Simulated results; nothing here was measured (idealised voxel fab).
A process module follows: voxel self aligned vias.
For reference, the cross-section in this document is cut, with width 250 nm and square cells of 5 nm.
Heads up, the way a cross-section reads in here is a grid of square cells, handed over as bands from the top down, with every band being one or more rows of cells.
First you get the band's top height and its bottom height, in nm, and then the materials it's made of, left to right, with each width in nm. If you see a single material with "everywhere", that one covers the band edge to edge. "empty" is empty space.
A quick word on heights: they are counted from 0, and under that level the wafer as it came to us is one material throughout. The lowest band is different from the rest in having no bottom; it simply continues downward, written as in "top 0, no bottom".
You'd read "30..40" like this: the band's top row of cells is as wide as the first number, its bottom row is as wide as the second, and going down, every row changes width by the same amount as the row before did.
Given "left unchanged" for a step, no cell of the cross-section differs between before and after that step.
"Enclosed cavity list" - sealed voids, min. 8 cells, no opening to top; format: width x height at distance (distance from left edge; nm throughout).
That trailing text on a step's line, after the settings, is the simulator's own remark on the step.
overlay nm: for a step with a mask, the amount by which the mask lay right of where it was planned; a negative amount means left of it.
-- List of planned process steps
1,RECEIVE, material Si
2,CONFORMAL_DEP, material SiO2, thk nm 15
3,CONFORMAL_DEP, material SiCN, thk nm 5
4,DIRECTIONAL_DEP, material lowk, thk nm 25
5,MASKED_ETCH, tone open, mask id LINES, width nm 25, pitch nm 60, etch materials lowk, depth nm 25, overlay nm 0
6,CONFORMAL_DEP, material TiN, thk nm 5
7,FILL_DEP, material Ru, thk nm 5
8,CMP, height nm 45
9,SELECTIVE_ETCH, etch materials W Ru TiN, depth nm 10
10,FILL_DEP, material SiN, thk nm 5
11,CMP, height nm 45
12,DIRECTIONAL_DEP, material lowk, thk nm 20
13,PATTERN, tone open, mask id VIAS, material resist, width nm 45, thk nm 20, overlay nm 0
14,DIRECTIONAL_ETCH, etch materials lowk, depth nm 20
15,DIRECTIONAL_ETCH, etch materials SiN, depth nm 10
16,STRIP, etch materials resist
17,CONFORMAL_DEP, material TiN, thk nm 5
18,FILL_DEP, material Ru, thk nm 5
19,CMP, height nm 65
20,CONFORMAL_DEP, material SiCN, thk nm 5
-- The first of two wafers, run as planned
-- As-received state of the wafer in cross-section, equivalent to post-step 1
* top 0, no bottom | Si everywhere
* Enclosed cavity list: none
-- After step 2: wafer cross-section
* top 15, bottom 0 | SiO2 everywhere
* Note: structure below 0 unchanged.
-- After step 3: wafer cross-section
* top 20, bottom 15 | SiCN everywhere
* Note: structure below 15 unchanged.
-- After step 4: wafer cross-section
* top 45, bottom 20 | lowk everywhere
* Note: structure below 20 unchanged.
-- After step 5: wafer cross-section
* top 45, bottom 20 | 80 lowk; 25 empty; 35 lowk; 25 empty; 85 lowk
* Note: structure below 20 unchanged.
-- After step 6: wafer cross-section
* top 50, bottom 45 | 85 TiN; 15 empty; 45 TiN; 15 empty; 90 TiN
* top 45, bottom 25 | 80 lowk; 5 TiN; 15 empty; 5 TiN; 35 lowk; 5 TiN; 15 empty; 5 TiN; 85 lowk
* top 25, bottom 20 | 80 lowk; 25 TiN; 35 lowk; 25 TiN; 85 lowk
* Note: structure below 20 unchanged.
-- After step 7: wafer cross-section
* top 55, bottom 50 | Ru everywhere
* top 50, bottom 45 | 85 TiN; 15 Ru; 45 TiN; 15 Ru; 90 TiN
* top 45, bottom 25 | 80 lowk; 5 TiN; 15 Ru; 5 TiN; 35 lowk; 5 TiN; 15 Ru; 5 TiN; 85 lowk
* Note: structure below 25 unchanged.
-- After step 8: wafer cross-section
* top 45, bottom 25 | 80 lowk; 5 TiN; 15 Ru; 5 TiN; 35 lowk; 5 TiN; 15 Ru; 5 TiN; 85 lowk
* Note: structure below 25 unchanged.
-- After step 9: wafer cross-section
* top 45, bottom 35 | 80 lowk; 25 empty; 35 lowk; 25 empty; 85 lowk
* Note: structure below 35 unchanged.
-- After step 10: wafer cross-section
* top 50, bottom 45 | SiN everywhere
* top 45, bottom 35 | 80 lowk; 25 SiN; 35 lowk; 25 SiN; 85 lowk
* Note: structure below 35 unchanged.
-- After step 11: wafer cross-section
* top 45, bottom 35 | 80 lowk; 25 SiN; 35 lowk; 25 SiN; 85 lowk
* Note: structure below 35 unchanged.
-- After step 12: wafer cross-section
* top 65, bottom 45 | lowk everywhere
* Note: structure below 45 unchanged.
-- After step 13: wafer cross-section
* top 85, bottom 65 | 70 resist; 45 empty; 135 resist
* Note: structure below 65 unchanged.
-- After step 14: wafer cross-section
* top 85, bottom 65 | 70 resist; 45 empty; 135 resist
* top 65, bottom 45 | 70 lowk; 45 empty; 135 lowk
* Note: structure below 45 unchanged.
-- After step 15: wafer cross-section
* top 85, bottom 65 | 70 resist; 45 empty; 135 resist
* top 65, bottom 45 | 70 lowk; 45 empty; 135 lowk
* top 45, bottom 35 | 80 lowk; 25 empty; 35 lowk; 25 SiN; 85 lowk
* Note: structure below 35 unchanged.
-- After step 16: wafer cross-section
* top 65, bottom 45 | 70 lowk; 45 empty; 135 lowk
* Note: structure below 45 unchanged.
-- After step 17: wafer cross-section
* top 70, bottom 65 | 75 TiN; 35 empty; 140 TiN
* top 65, bottom 50 | 70 lowk; 5 TiN; 35 empty; 5 TiN; 135 lowk
* top 50, bottom 45 | 70 lowk; 15 TiN; 15 empty; 15 TiN; 135 lowk
* top 45, bottom 40 | 80 lowk; 5 TiN; 15 empty; 5 TiN; 35 lowk; 25 SiN; 85 lowk
* top 40, bottom 35 | 80 lowk; 25 TiN; 35 lowk; 25 SiN; 85 lowk
* Note: structure below 35 unchanged.
-- After step 18: wafer cross-section
* top 75, bottom 70 | Ru everywhere
* top 70, bottom 65 | 75 TiN; 35 Ru; 140 TiN
* top 65, bottom 50 | 70 lowk; 5 TiN; 35 Ru; 5 TiN; 135 lowk
* top 50, bottom 45 | 70 lowk; 15 TiN; 15 Ru; 15 TiN; 135 lowk
* top 45, bottom 40 | 80 lowk; 5 TiN; 15 Ru; 5 TiN; 35 lowk; 25 SiN; 85 lowk
* Note: structure below 40 unchanged.
-- After step 19: wafer cross-section
* top 65, bottom 50 | 70 lowk; 5 TiN; 35 Ru; 5 TiN; 135 lowk
* Note: structure below 50 unchanged.
-- After step 20: wafer cross-section
* top 70, bottom 65 | SiCN everywhere
* Note: structure below 65 unchanged.
-- The second wafer began exactly as the first did and followed the same plan, but one mistake was made while running it; through step 2 inclusive, the two wafers are identical
Cross-section: second wafer, time at which step 3 was scheduled to end: left unchanged
-- Cross-section: second wafer, time at which step 4 was scheduled to end
* top 40, bottom 15 | lowk everywhere
* Note: structure below 15 unchanged.
-- Cross-section: second wafer, time at which step 5 was scheduled to end
* top 40, bottom 15 | 80 lowk; 25 empty; 35 lowk; 25 empty; 85 lowk
* Note: structure below 15 unchanged.
-- Cross-section: second wafer, time at which step 6 was scheduled to end
* top 45, bottom 40 | 85 TiN; 15 empty; 45 TiN; 15 empty; 90 TiN
* top 40, bottom 20 | 80 lowk; 5 TiN; 15 empty; 5 TiN; 35 lowk; 5 TiN; 15 empty; 5 TiN; 85 lowk
* top 20, bottom 15 | 80 lowk; 25 TiN; 35 lowk; 25 TiN; 85 lowk
* Note: structure below 15 unchanged.
-- Cross-section: second wafer, time at which step 7 was scheduled to end
* top 50, bottom 45 | Ru everywhere
* top 45, bottom 40 | 85 TiN; 15 Ru; 45 TiN; 15 Ru; 90 TiN
* top 40, bottom 20 | 80 lowk; 5 TiN; 15 Ru; 5 TiN; 35 lowk; 5 TiN; 15 Ru; 5 TiN; 85 lowk
* Note: structure below 20 unchanged.
-- Cross-section: second wafer, time at which step 8 was scheduled to end
* top 45, bottom 40 | 85 TiN; 15 Ru; 45 TiN; 15 Ru; 90 TiN
* Note: structure below 40 unchanged.
-- Cross-section: second wafer, time at which step 9 was scheduled to end
* top 40, bottom 35 | 80 lowk; 25 empty; 35 lowk; 25 empty; 85 lowk
* Note: structure below 35 unchanged.
-- Cross-section: second wafer, time at which step 10 was scheduled to end
* top 45, bottom 40 | SiN everywhere
* top 40, bottom 35 | 80 lowk; 25 SiN; 35 lowk; 25 SiN; 85 lowk
* Note: structure below 35 unchanged.
Cross-section: second wafer, time at which step 11 was scheduled to end: left unchanged
-- Cross-section: second wafer, time at which step 12 was scheduled to end
* top 65, bottom 45 | lowk everywhere
* Note: structure below 45 unchanged.
-- Cross-section: second wafer, time at which step 13 was scheduled to end
* top 85, bottom 65 | 70 resist; 45 empty; 135 resist
* Note: structure below 65 unchanged.
-- Cross-section: second wafer, time at which step 14 was scheduled to end
* top 85, bottom 65 | 70 resist; 45 empty; 135 resist
* top 65, bottom 45 | 70 lowk; 45 empty; 135 lowk
* Note: structure below 45 unchanged.
-- Cross-section: second wafer, time at which step 15 was scheduled to end
* top 85, bottom 65 | 70 resist; 45 empty; 135 resist
* top 65, bottom 45 | 70 lowk; 45 empty; 135 lowk
* top 45, bottom 40 | 70 SiN; 45 empty; 135 SiN
* top 40, bottom 35 | 80 lowk; 25 empty; 35 lowk; 25 SiN; 85 lowk
* Note: structure below 35 unchanged.
-- Cross-section: second wafer, time at which step 16 was scheduled to end
* top 65, bottom 45 | 70 lowk; 45 empty; 135 lowk
* Note: structure below 45 unchanged.
-- Cross-section: second wafer, time at which step 17 was scheduled to end
* top 70, bottom 65 | 75 TiN; 35 empty; 140 TiN
* top 65, bottom 45 | 70 lowk; 5 TiN; 35 empty; 5 TiN; 135 lowk
* top 45, bottom 40 | 70 SiN; 15 TiN; 15 empty; 15 TiN; 135 SiN
* top 40, bottom 35 | 80 lowk; 25 TiN; 35 lowk; 25 SiN; 85 lowk
* Note: structure below 35 unchanged.
-- Cross-section: second wafer, time at which step 18 was scheduled to end
* top 75, bottom 70 | Ru everywhere
* top 70, bottom 65 | 75 TiN; 35 Ru; 140 TiN
* top 65, bottom 45 | 70 lowk; 5 TiN; 35 Ru; 5 TiN; 135 lowk
* top 45, bottom 40 | 70 SiN; 15 TiN; 15 Ru; 15 TiN; 135 SiN
* Note: structure below 40 unchanged.
-- Cross-section: second wafer, time at which step 19 was scheduled to end
* top 65, bottom 45 | 70 lowk; 5 TiN; 35 Ru; 5 TiN; 135 lowk
* Note: structure below 45 unchanged.
-- Cross-section: second wafer, time at which step 20 was scheduled to end
* top 70, bottom 65 | SiCN everywhere
* Note: structure below 65 unchanged.
Deviation from plan: step 3 of the plan got skipped, so it never ran
Upon completion, the second wafer contains, in terms of cells, a greater or smaller amount of certain materials than the first wafer: 10 more of Ru; 50 fewer of SiCN; 36 more of SiN; 4 more of TiN
